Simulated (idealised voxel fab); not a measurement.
Proc. module: voxel fin reveal
It is cross-section cut that appears here, measuring 240 nm in width, its square cells being 5 nm in size.
Heads up, the way a cross-section reads in here is a grid of square cells, handed over as bands from the top down, with every band being one or more rows of cells.
Read a band's entry like this: the first values are the height of its top and the height of its bottom in nm, and what follows is the sequence of materials from left to right, each with its width in nm. Note that "air" is empty space, and that a single material marked "all across" reaches across the band from edge to edge.
Heights from 0 (as-received wafer is one material below). Bottom band endless downward, as "0 down".
It should be noted that a width expressed as "30 to 40" varies in equal increments from row to row of cells within the band, taking the value of the first number at the top row and that of the second number at the bottom row.
No cell of the cross-section changed in a step that is given as "stayed the same".
The list in "Encapsulated voids" covers empty spaces of 8 cells or more that cannot reach the top through any open way, and it gives each as width x height at distance; the distance is from the left edge, and width, height and distance are in nm.
On each step's line, the part that comes after the settings is the simulator's own comment on the step.
overlay nm, on a step with a mask: how far to the right of its planned place the mask lay; to the left if negative

# Process steps (planned)
step 1: RECEIVE with material Si
step 2: CONFORMAL_DEP with material SiN, thk nm 5
step 3: PATTERN with tone cover, mask id FINS, material resist, width nm 15, pitch nm 35, thk nm 15, overlay nm 0
step 4: DIRECTIONAL_ETCH with etch materials SiN, depth nm 5
step 5: DIRECTIONAL_ETCH with etch materials Si, depth nm 35
step 6: STRIP with etch materials resist
step 7: FILL_DEP with material SiO2, thk nm 15
step 8: CMP with height nm 5
step 9: SELECTIVE_ETCH with etch materials SiO2, depth nm 15
step 10: STRIP with etch materials SiN

# Account of the first of two wafers, which was processed as intended

# As received (post step 1): cross-section
0 down = Si all across
Encapsulated voids: none

# The following cross-section depicts the wafer upon completion of step 2
5 to 0 = SiN all across
Nothing below the height 0 has changed.

# The following cross-section depicts the wafer upon completion of step 3
20 to 5 = air 60, resist 15, air 20, resist 15, air 20, resist 15, air 20, resist 15, air 60
Nothing below the height 5 has changed.

# The following cross-section depicts the wafer upon completion of step 4
20 to 5 = air 60, resist 15, air 20, resist 15, air 20, resist 15, air 20, resist 15, air 60
5 to 0 = air 60, SiN 15, air 20, SiN 15, air 20, SiN 15, air 20, SiN 15, air 60
Nothing below the height 0 has changed.

# The following cross-section depicts the wafer upon completion of step 5
20 to 5 = air 60, resist 15, air 20, resist 15, air 20, resist 15, air 20, resist 15, air 60
5 to 0 = air 60, SiN 15, air 20, SiN 15, air 20, SiN 15, air 20, SiN 15, air 60
0 to -35 = air 60, Si 15, air 20, Si 15, air 20, Si 15, air 20, Si 15, air 60
Nothing below the height -35 has changed.

# The following cross-section depicts the wafer upon completion of step 6
5 to 0 = air 60, SiN 15, air 20, SiN 15, air 20, SiN 15, air 20, SiN 15, air 60
Nothing below the height 0 has changed.

# The following cross-section depicts the wafer upon completion of step 7
20 to 5 = SiO2 all across
5 to 0 = SiO2 60, SiN 15, SiO2 20, SiN 15, SiO2 20, SiN 15, SiO2 20, SiN 15, SiO2 60
0 to -35 = SiO2 60, Si 15, SiO2 20, Si 15, SiO2 20, Si 15, SiO2 20, Si 15, SiO2 60
Nothing below the height -35 has changed.

# The following cross-section depicts the wafer upon completion of step 8
5 to 0 = SiO2 60, SiN 15, SiO2 20, SiN 15, SiO2 20, SiN 15, SiO2 20, SiN 15, SiO2 60
Nothing below the height 0 has changed.

# The following cross-section depicts the wafer upon completion of step 9
5 to 0 = air 60, SiN 15, air 20, SiN 15, air 20, SiN 15, air 20, SiN 15, air 60
0 to -10 = air 60, Si 15, air 20, Si 15, air 20, Si 15, air 20, Si 15, air 60
Nothing below the height -10 has changed.

# The following cross-section depicts the wafer upon completion of step 10
0 to -10 = air 60, Si 15, air 20, Si 15, air 20, Si 15, air 20, Si 15, air 60
Nothing below the height -10 has changed.

# Second wafer: same start and same plan as the first, one execution error; identical to the first through step 6

# What the second wafer looks like in cross-section when step 7 should have wrapped up
20 to 0 = SiN all across
0 to -35 = SiN 60, Si 15, SiN 20, Si 15, SiN 20, Si 15, SiN 20, Si 15, SiN 60
Nothing below the height -35 has changed.

# What the second wafer looks like in cross-section when step 8 should have wrapped up
5 to 0 = SiN all across
Nothing below the height 0 has changed.

What the second wafer looks like in cross-section when step 9 should have wrapped up: stayed the same

# What the second wafer looks like in cross-section when step 10 should have wrapped up
0 to -35 = air 60, Si 15, air 20, Si 15, air 20, Si 15, air 20, Si 15, air 60
Nothing below the height -35 has changed.
What was the processing mistake? step 7: run off-plan, actual operation and settings FILL_DEP with material SiN, thk nm 15
The closing comparison, in cells, has the second wafer with more or fewer of some materials than the first: -180 SiO2
